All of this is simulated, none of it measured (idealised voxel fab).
Process module name: voxel gate over fins
For reference, the cross-section in this document is cut, with width 175 nm and square cells of 5 nm.
The cross-sections in this document take the form of a grid made of square cells. They are written out as bands, in order from top to bottom. Each band consists of one or more rows of cells. Top height, bottom height, nm. Materials left to right, width each, nm. Single material + "everywhere" = fills band edge to edge. "blank" = empty. Counting heights begins at 0, where everything beneath is, in the wafer as received, one material. The lowest band has no bottom; it goes on downwards, as "z 0 and below" shows. A width given as "30..40" starts at the first number in the band's top row and ends at the second number in its bottom row, shifting by an equal amount at every step from row to row. A step reported as "everything unchanged" is a step in which no cell of the cross-section changed. The list in "Voids lacking openings" covers empty spaces of 8 cells or more that cannot reach the top through any open way, and it gives each as width x height at distance; the distance is from the left edge, and width, height and distance are in nm. Heads up: the bit after the settings on a step's line is the simulator's remark on that step. Regarding "overlay nm": on a step with a mask, it is the distance the mask lay to the right of its planned place; a negative value places it to the left.

## Steps in the process plan
1,RECEIVE: material Si
2,CONFORMAL_DEP: material SiN, thk nm 10
3,MASKED_ETCH: tone cover, mask id FINS, width nm 15, pitch nm 35, etch materials SiN, depth nm 10, overlay nm 0
4,MASKED_ETCH: tone cover, mask id FINS, width nm 15, pitch nm 35, etch materials Si, depth nm 35, overlay nm 0
5,OXIDIZE: depth nm 5
6,FILL_DEP: material SiO2, thk nm 15
7,CMP: height nm 10
8,SELECTIVE_ETCH: etch materials SiO2, depth nm 20
9,STRIP: etch materials SiN
10,CONFORMAL_DEP: material HfO2, thk nm 5
11,CONFORMAL_DEP: material TiN, thk nm 5
12,FILL_DEP: material W, thk nm 10
13,CMP: height nm 15
14,CONFORMAL_DEP: material SiN, thk nm 10

## The cross-section here shows the wafer as received, i.e. in its state after step 1
- z 0 and below: Si everywhere
- Voids lacking openings: none

## Module complete, cross-section. Starting point and plan per above. One mistake made in running the module
- z 25 to 15: SiN everywhere
- z 15 to 10: W everywhere
- z 10 to 5: TiN=30, W=5, TiN=30, W=5, TiN=30, W=5, TiN=30, W=5, TiN=35
- z 5 to 0: HfO2=25, TiN=15, HfO2=20, TiN=15, HfO2=20, TiN=15, HfO2=20, TiN=15, HfO2=30
- z 0 to -5: Si=20, HfO2=25, Si=10, HfO2=25, Si=10, HfO2=25, Si=10, HfO2=25, Si=25
- z -5 and below: Si everywhere
- Voids lacking openings: none
Run error: heads up, step 3 didn't go per plan, it actually ran as MASKED_ETCH: tone open, mask id FINS, width nm 15, pitch nm 35, etch materials SiN, depth nm 10, overlay nm 0
